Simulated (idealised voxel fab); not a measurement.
A process module follows: voxel air gaps.
cross-section cut | 170 nm wide | cells 5 nm
Cross-section layout: square cells on a grid; listed as bands, top to bottom; a band spans one or more cell rows.
Quick guide to a band line: top height, bottom height (nm) up front; then every material left to right with its width in nm. Only one material and it's marked "throughout"? Then it fills the band edge to edge. And "empty" just means empty space.
A quick word on heights: they are counted from 0, and under that level the wafer as it came to us is one material throughout. The lowest band is different from the rest in having no bottom; it simply continues downward, written as in "0..down".
Read "30->40" as a graded width: first number on top, second number at the bottom, same change between each pair of neighbouring rows.
Any step labelled "nothing changed" changed none of the cells in the cross-section.
Look at "Closed-off voids" for the closed voids: empty spaces with no open path to the top, sized 8 cells or up. Each is width x height at distance, distance from the left edge, all nm.
What comes after the settings on a step's line is commentary from the simulator itself on that step.
The optional step-line setting "overlay nm" applies to steps with a mask and quantifies how far to the right of its planned location the mask lay, a negative value indicating leftward placement.
The planned process steps are enumerated hereunder:
1. RECEIVE with material Si
2. CONFORMAL_DEP with material SiO2, thk nm 15
3. CONFORMAL_DEP with material SiCN, thk nm 5
4. DIRECTIONAL_DEP with material lowk, thk nm 35
5. MASKED_ETCH with tone open, mask id LINES, width nm 20, pitch nm 50, etch materials lowk, depth nm 35, overlay nm 0
6. CONFORMAL_DEP with material TiN, thk nm 5
7. FILL_DEP with material Ru, thk nm 5
8. CMP with height nm 55
9. EPI with material Ru, thk nm 10
10. SELECTIVE_ETCH with etch materials lowk, depth nm 45
11. CONFORMAL_DEP with material SiCN, thk nm 5
First wafer of two (run as planned):
So this is the incoming wafer in cross-section - it's already been through step 1:
    0..down = Si throughout
    Closed-off voids: none
Sectional view: wafer, after step 2:
    15..0 = SiO2 throughout
    No changes below 0.
Sectional view: wafer, after step 3:
    20..15 = SiCN throughout
    No changes below 15.
Sectional view: wafer, after step 4:
    55..20 = lowk throughout
    No changes below 20.
Sectional view: wafer, after step 5:
    55..20 = lowk=25 / empty=20 / lowk=30 / empty=20 / lowk=30 / empty=20 / lowk=25
    No changes below 20.
Sectional view: wafer, after step 6:
    60..55 = TiN=30 / empty=10 / TiN=40 / empty=10 / TiN=40 / empty=10 / TiN=30
    55..25 = lowk=25 / TiN=5 / empty=10 / TiN=5 / lowk=30 / TiN=5 / empty=10 / TiN=5 / lowk=30 / TiN=5 / empty=10 / TiN=5 / lowk=25
    25..20 = lowk=25 / TiN=20 / lowk=30 / TiN=20 / lowk=30 / TiN=20 / lowk=25
    No changes below 20.
Sectional view: wafer, after step 7:
    65..60 = Ru throughout
    60..55 = TiN=30 / Ru=10 / TiN=40 / Ru=10 / TiN=40 / Ru=10 / TiN=30
    55..25 = lowk=25 / TiN=5 / Ru=10 / TiN=5 / lowk=30 / TiN=5 / Ru=10 / TiN=5 / lowk=30 / TiN=5 / Ru=10 / TiN=5 / lowk=25
    No changes below 25.
Sectional view: wafer, after step 8:
    55..25 = lowk=25 / TiN=5 / Ru=10 / TiN=5 / lowk=30 / TiN=5 / Ru=10 / TiN=5 / lowk=30 / TiN=5 / Ru=10 / TiN=5 / lowk=25
    No changes below 25.
Sectional view: wafer, after step 9:
    65..55 = empty=15 / Ru=40 / empty=10 / Ru=40 / empty=10 / Ru=40 / empty=15
    No changes below 55.
Sectional view: wafer, after step 10:
    65..55 = empty=15 / Ru=40 / empty=10 / Ru=40 / empty=10 / Ru=40 / empty=15
    55..25 = empty=25 / TiN=5 / Ru=10 / TiN=5 / empty=30 / TiN=5 / Ru=10 / TiN=5 / empty=30 / TiN=5 / Ru=10 / TiN=5 / empty=25
    25..20 = empty=25 / TiN=20 / empty=30 / TiN=20 / empty=30 / TiN=20 / empty=25
    No changes below 20.
Sectional view: wafer, after step 11:
    70..65 = empty=10 / SiCN=150 / empty=10
    65..55 = empty=10 / SiCN=5 / Ru=40 / SiCN=10 / Ru=40 / SiCN=10 / Ru=40 / SiCN=5 / empty=10
    55..50 = empty=10 / SiCN=15 / TiN=5 / Ru=10 / TiN=5 / SiCN=30 / TiN=5 / Ru=10 / TiN=5 / SiCN=30 / TiN=5 / Ru=10 / TiN=5 / SiCN=15 / empty=10
    50..25 = empty=20 / SiCN=5 / TiN=5 / Ru=10 / TiN=5 / SiCN=5 / empty=20 / SiCN=5 / TiN=5 / Ru=10 / TiN=5 / SiCN=5 / empty=20 / SiCN=5 / TiN=5 / Ru=10 / TiN=5 / SiCN=5 / empty=20
    25..20 = SiCN=25 / TiN=20 / SiCN=30 / TiN=20 / SiCN=30 / TiN=20 / SiCN=25
    No changes below 20.
    Closed-off voids: 20 x 25 at 50; 20 x 25 at 100
Second Wafer (Identical Start and Plan, One Processing Error; Matches First Wafer Through Step 2):
Here is the second wafer in cross-section at the point where step 3 of the plan should have been done:
    20..15 = TiN throughout
    No changes below 15.
Here is the second wafer in cross-section at the point where step 4 of the plan should have been done:
    55..20 = lowk throughout
    No changes below 20.
Here is the second wafer in cross-section at the point where step 5 of the plan should have been done:
    55..20 = lowk=25 / empty=20 / lowk=30 / empty=20 / lowk=30 / empty=20 / lowk=25
    No changes below 20.
Here is the second wafer in cross-section at the point where step 6 of the plan should have been done:
    60..55 = TiN=30 / empty=10 / TiN=40 / empty=10 / TiN=40 / empty=10 / TiN=30
    55..25 = lowk=25 / TiN=5 / empty=10 / TiN=5 / lowk=30 / TiN=5 / empty=10 / TiN=5 / lowk=30 / TiN=5 / empty=10 / TiN=5 / lowk=25
    25..20 = lowk=25 / TiN=20 / lowk=30 / TiN=20 / lowk=30 / TiN=20 / lowk=25
    No changes below 20.
Here is the second wafer in cross-section at the point where step 7 of the plan should have been done:
    65..60 = Ru throughout
    60..55 = TiN=30 / Ru=10 / TiN=40 / Ru=10 / TiN=40 / Ru=10 / TiN=30
    55..25 = lowk=25 / TiN=5 / Ru=10 / TiN=5 / lowk=30 / TiN=5 / Ru=10 / TiN=5 / lowk=30 / TiN=5 / Ru=10 / TiN=5 / lowk=25
    No changes below 25.
Here is the second wafer in cross-section at the point where step 8 of the plan should have been done:
    55..25 = lowk=25 / TiN=5 / Ru=10 / TiN=5 / lowk=30 / TiN=5 / Ru=10 / TiN=5 / lowk=30 / TiN=5 / Ru=10 / TiN=5 / lowk=25
    No changes below 25.
Here is the second wafer in cross-section at the point where step 9 of the plan should have been done:
    65..55 = empty=15 / Ru=40 / empty=10 / Ru=40 / empty=10 / Ru=40 / empty=15
    No changes below 55.
Here is the second wafer in cross-section at the point where step 10 of the plan should have been done:
    65..55 = empty=15 / Ru=40 / empty=10 / Ru=40 / empty=10 / Ru=40 / empty=15
    55..25 = empty=25 / TiN=5 / Ru=10 / TiN=5 / empty=30 / TiN=5 / Ru=10 / TiN=5 / empty=30 / TiN=5 / Ru=10 / TiN=5 / empty=25
    25..20 = empty=25 / TiN=20 / empty=30 / TiN=20 / empty=30 / TiN=20 / empty=25
    No changes below 20.
Here is the second wafer in cross-section at the point where step 11 of the plan should have been done:
    70..65 = empty=10 / SiCN=150 / empty=10
    65..55 = empty=10 / SiCN=5 / Ru=40 / SiCN=10 / Ru=40 / SiCN=10 / Ru=40 / SiCN=5 / empty=10
    55..50 = empty=10 / SiCN=15 / TiN=5 / Ru=10 / TiN=5 / SiCN=30 / TiN=5 / Ru=10 / TiN=5 / SiCN=30 / TiN=5 / Ru=10 / TiN=5 / SiCN=15 / empty=10
    50..25 = empty=20 / SiCN=5 / TiN=5 / Ru=10 / TiN=5 / SiCN=5 / empty=20 / SiCN=5 / TiN=5 / Ru=10 / TiN=5 / SiCN=5 / empty=20 / SiCN=5 / TiN=5 / Ru=10 / TiN=5 / SiCN=5 / empty=20
    25..20 = SiCN=25 / TiN=20 / SiCN=30 / TiN=20 / SiCN=30 / TiN=20 / SiCN=25
    No changes below 20.
    Closed-off voids: 20 x 25 at 50; 20 x 25 at 100
The mistake made against the process plan was this: planned and actual differ for step 3; actual: CONFORMAL_DEP with material TiN, thk nm 5
In the final state, the cell counts of the second wafer exceed or fall short of those of the first for the following materials: SiCN: 34 fewer, TiN: 34 more
